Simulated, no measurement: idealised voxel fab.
Process module under the name voxel trench capacitor
It is cross-section cut that appears here, measuring 175 nm in width, its square cells being 5 nm in size.
How to read a cross-section here: the picture is a grid of square cells, written as bands going from the top down, and any band can span one or more rows of cells. Basically the band line says how high the top is and how high the bottom is, in nm, and then what's in it from left to right, every material with its width in nm. Empty space shows up as "air", and if a single material carries "throughout" it runs the full band edge to edge. Measure heights from 0. That's the level where, below it, the as-received wafer is all one material. The lowest band is bottomless and extends downward; write it as in "top 0, no bottom". So if you see something like "30 to 40" for the width, read it as the top row of the band sitting at the first number and the bottom row at the second, with every row in between moving by the same amount as the last. When a step is marked "stayed the same", none of the cells in the cross-section changed during that step. Empty spaces counting at least 8 cells and having no open way to the top are listed in "Closed void table". The notation width x height at distance is used for each, the distance being from the left edge and all three values in nm. Read whatever lies past the settings on a step's line as the simulator's own remark about the step. "overlay nm", when on a step's line for a step with a mask, measures how far to the right of its planned place the mask lay; a negative measure means to the left.
**Steps in the process plan**
1) RECEIVE [material Si]
2) CONFORMAL_DEP [material SiN] [thk nm 10]
3) DIRECTIONAL_DEP [material aC] [thk nm 15]
4) PATTERN [tone open] [mask id TRENCH] [material resist] [width nm 25] [pitch nm 40] [thk nm 30] [overlay nm 0]
5) DIRECTIONAL_ETCH [etch materials aC] [depth nm 15]
6) STRIP [etch materials resist]
7) DIRECTIONAL_ETCH [etch materials SiN] [depth nm 10]
8) DIRECTIONAL_ETCH [etch materials Si] [depth nm 35]
9) STRIP [etch materials aC]
10) CONFORMAL_DEP [material Al2O3] [thk nm 5]
11) CONFORMAL_DEP [material TiN] [thk nm 5]
12) FILL_DEP [material W] [thk nm 10]
13) CMP [height nm 10]
**The first of a set of two wafers, run to plan**
**Step 1 complete: cross-section of the wafer as received**
	top 0, no bottom  Si throughout
	Closed void table: none
**Wafer after step 2 (cross-section)**
	top 10, bottom 0  SiN throughout
	Under the height 0 nothing was changed.
**Wafer after step 3 (cross-section)**
	top 25, bottom 10  aC throughout
	Under the height 10 nothing was changed.
**Wafer after step 4 (cross-section)**
	top 55, bottom 25  resist 35 | air 25 | resist 15 | air 25 | resist 15 | air 25 | resist 35
	Under the height 25 nothing was changed.
**Wafer after step 5 (cross-section)**
	top 40, bottom 25  resist 35 | air 25 | resist 15 | air 25 | resist 15 | air 25 | resist 35
	top 25, bottom 10  aC 35 | air 25 | aC 15 | air 25 | aC 15 | air 25 | aC 35
	Under the height 10 nothing was changed.
**Wafer after step 6 (cross-section)**
	top 25, bottom 10  aC 35 | air 25 | aC 15 | air 25 | aC 15 | air 25 | aC 35
	Under the height 10 nothing was changed.
**Wafer after step 7 (cross-section)**
	top 25, bottom 10  aC 35 | air 25 | aC 15 | air 25 | aC 15 | air 25 | aC 35
	top 10, bottom 0  SiN 35 | air 25 | SiN 15 | air 25 | SiN 15 | air 25 | SiN 35
	Under the height 0 nothing was changed.
**Wafer after step 8 (cross-section)**
	top 25, bottom 10  aC 35 | air 25 | aC 15 | air 25 | aC 15 | air 25 | aC 35
	top 10, bottom 0  SiN 35 | air 25 | SiN 15 | air 25 | SiN 15 | air 25 | SiN 35
	top 0, bottom -35  Si 35 | air 25 | Si 15 | air 25 | Si 15 | air 25 | Si 35
	Under the height -35 nothing was changed.
**Wafer after step 9 (cross-section)**
	top 10, bottom 0  SiN 35 | air 25 | SiN 15 | air 25 | SiN 15 | air 25 | SiN 35
	Under the height 0 nothing was changed.
**Wafer after step 10 (cross-section)**
	top 15, bottom 10  Al2O3 40 | air 15 | Al2O3 25 | air 15 | Al2O3 25 | air 15 | Al2O3 40
	top 10, bottom 0  SiN 35 | Al2O3 5 | air 15 | Al2O3 5 | SiN 15 | Al2O3 5 | air 15 | Al2O3 5 | SiN 15 | Al2O3 5 | air 15 | Al2O3 5 | SiN 35
	top 0, bottom -30  Si 35 | Al2O3 5 | air 15 | Al2O3 5 | Si 15 | Al2O3 5 | air 15 | Al2O3 5 | Si 15 | Al2O3 5 | air 15 | Al2O3 5 | Si 35
	top -30, bottom -35  Si 35 | Al2O3 25 | Si 15 | Al2O3 25 | Si 15 | Al2O3 25 | Si 35
	Under the height -35 nothing was changed.
**Wafer after step 11 (cross-section)**
	top 20, bottom 15  TiN 45 | air 5 | TiN 35 | air 5 | TiN 35 | air 5 | TiN 45
	top 15, bottom 10  Al2O3 40 | TiN 5 | air 5 | TiN 5 | Al2O3 25 | TiN 5 | air 5 | TiN 5 | Al2O3 25 | TiN 5 | air 5 | TiN 5 | Al2O3 40
	top 10, bottom 0  SiN 35 | Al2O3 5 | TiN 5 | air 5 | TiN 5 | Al2O3 5 | SiN 15 | Al2O3 5 | TiN 5 | air 5 | TiN 5 | Al2O3 5 | SiN 15 | Al2O3 5 | TiN 5 | air 5 | TiN 5 | Al2O3 5 | SiN 35
	top 0, bottom -25  Si 35 | Al2O3 5 | TiN 5 | air 5 | TiN 5 | Al2O3 5 | Si 15 | Al2O3 5 | TiN 5 | air 5 | TiN 5 | Al2O3 5 | Si 15 | Al2O3 5 | TiN 5 | air 5 | TiN 5 | Al2O3 5 | Si 35
	top -25, bottom -30  Si 35 | Al2O3 5 | TiN 15 | Al2O3 5 | Si 15 | Al2O3 5 | TiN 15 | Al2O3 5 | Si 15 | Al2O3 5 | TiN 15 | Al2O3 5 | Si 35
	Under the height -30 nothing was changed.
**Wafer after step 12 (cross-section)**
	top 30, bottom 20  W throughout
	top 20, bottom 15  TiN 45 | W 5 | TiN 35 | W 5 | TiN 35 | W 5 | TiN 45
	top 15, bottom 10  Al2O3 40 | TiN 5 | W 5 | TiN 5 | Al2O3 25 | TiN 5 | W 5 | TiN 5 | Al2O3 25 | TiN 5 | W 5 | TiN 5 | Al2O3 40
	top 10, bottom 0  SiN 35 | Al2O3 5 | TiN 5 | W 5 | TiN 5 | Al2O3 5 | SiN 15 | Al2O3 5 | TiN 5 | W 5 | TiN 5 | Al2O3 5 | SiN 15 | Al2O3 5 | TiN 5 | W 5 | TiN 5 | Al2O3 5 | SiN 35
	top 0, bottom -25  Si 35 | Al2O3 5 | TiN 5 | W 5 | TiN 5 | Al2O3 5 | Si 15 | Al2O3 5 | TiN 5 | W 5 | TiN 5 | Al2O3 5 | Si 15 | Al2O3 5 | TiN 5 | W 5 | TiN 5 | Al2O3 5 | Si 35
	Under the height -25 nothing was changed.
**Wafer after step 13 (cross-section)**
	top 10, bottom 0  SiN 35 | Al2O3 5 | TiN 5 | W 5 | TiN 5 | Al2O3 5 | SiN 15 | Al2O3 5 | TiN 5 | W 5 | TiN 5 | Al2O3 5 | SiN 15 | Al2O3 5 | TiN 5 | W 5 | TiN 5 | Al2O3 5 | SiN 35
	Under the height 0 nothing was changed.
**Notes, second wafer: start = first wafer's, plan = first wafer's, execution had one mistake; history identical to first through step 9**
**Second wafer: cross-section at the scheduled end of step 10**
	top 15, bottom 10  TiN 40 | air 15 | TiN 25 | air 15 | TiN 25 | air 15 | TiN 40
	top 10, bottom 0  SiN 35 | TiN 5 | air 15 | TiN 5 | SiN 15 | TiN 5 | air 15 | TiN 5 | SiN 15 | TiN 5 | air 15 | TiN 5 | SiN 35
	top 0, bottom -30  Si 35 | TiN 5 | air 15 | TiN 5 | Si 15 | TiN 5 | air 15 | TiN 5 | Si 15 | TiN 5 | air 15 | TiN 5 | Si 35
	top -30, bottom -35  Si 35 | TiN 25 | Si 15 | TiN 25 | Si 15 | TiN 25 | Si 35
	Under the height -35 nothing was changed.
**Second wafer: cross-section at the scheduled end of step 11**
	top 20, bottom 15  Al2O3 45 | air 5 | Al2O3 35 | air 5 | Al2O3 35 | air 5 | Al2O3 45
	top 15, bottom 10  TiN 40 | Al2O3 5 | air 5 | Al2O3 5 | TiN 25 | Al2O3 5 | air 5 | Al2O3 5 | TiN 25 | Al2O3 5 | air 5 | Al2O3 5 | TiN 40
	top 10, bottom 0  SiN 35 | TiN 5 | Al2O3 5 | air 5 | Al2O3 5 | TiN 5 | SiN 15 | TiN 5 | Al2O3 5 | air 5 | Al2O3 5 | TiN 5 | SiN 15 | TiN 5 | Al2O3 5 | air 5 | Al2O3 5 | TiN 5 | SiN 35
	top 0, bottom -25  Si 35 | TiN 5 | Al2O3 5 | air 5 | Al2O3 5 | TiN 5 | Si 15 | TiN 5 | Al2O3 5 | air 5 | Al2O3 5 | TiN 5 | Si 15 | TiN 5 | Al2O3 5 | air 5 | Al2O3 5 | TiN 5 | Si 35
	top -25, bottom -30  Si 35 | TiN 5 | Al2O3 15 | TiN 5 | Si 15 | TiN 5 | Al2O3 15 | TiN 5 | Si 15 | TiN 5 | Al2O3 15 | TiN 5 | Si 35
	Under the height -30 nothing was changed.
**Second wafer: cross-section at the scheduled end of step 12**
	top 30, bottom 20  W throughout
	top 20, bottom 15  Al2O3 45 | W 5 | Al2O3 35 | W 5 | Al2O3 35 | W 5 | Al2O3 45
	top 15, bottom 10  TiN 40 | Al2O3 5 | W 5 | Al2O3 5 | TiN 25 | Al2O3 5 | W 5 | Al2O3 5 | TiN 25 | Al2O3 5 | W 5 | Al2O3 5 | TiN 40
	top 10, bottom 0  SiN 35 | TiN 5 | Al2O3 5 | W 5 | Al2O3 5 | TiN 5 | SiN 15 | TiN 5 | Al2O3 5 | W 5 | Al2O3 5 | TiN 5 | SiN 15 | TiN 5 | Al2O3 5 | W 5 | Al2O3 5 | TiN 5 | SiN 35
	top 0, bottom -25  Si 35 | TiN 5 | Al2O3 5 | W 5 | Al2O3 5 | TiN 5 | Si 15 | TiN 5 | Al2O3 5 | W 5 | Al2O3 5 | TiN 5 | Si 15 | TiN 5 | Al2O3 5 | W 5 | Al2O3 5 | TiN 5 | Si 35
	Under the height -25 nothing was changed.
**Second wafer: cross-section at the scheduled end of step 13**
	top 10, bottom 0  SiN 35 | TiN 5 | Al2O3 5 | W 5 | Al2O3 5 | TiN 5 | SiN 15 | TiN 5 | Al2O3 5 | W 5 | Al2O3 5 | TiN 5 | SiN 15 | TiN 5 | Al2O3 5 | W 5 | Al2O3 5 | TiN 5 | SiN 35
	Under the height 0 nothing was changed.
Which mistake was made when the wafer was run? mixed up steps 10 and 11 - ran each in the other's place
The second wafer ends with more or fewer cells of some materials than the first, per final count: 12 fewer of Al2O3; 12 more of TiN
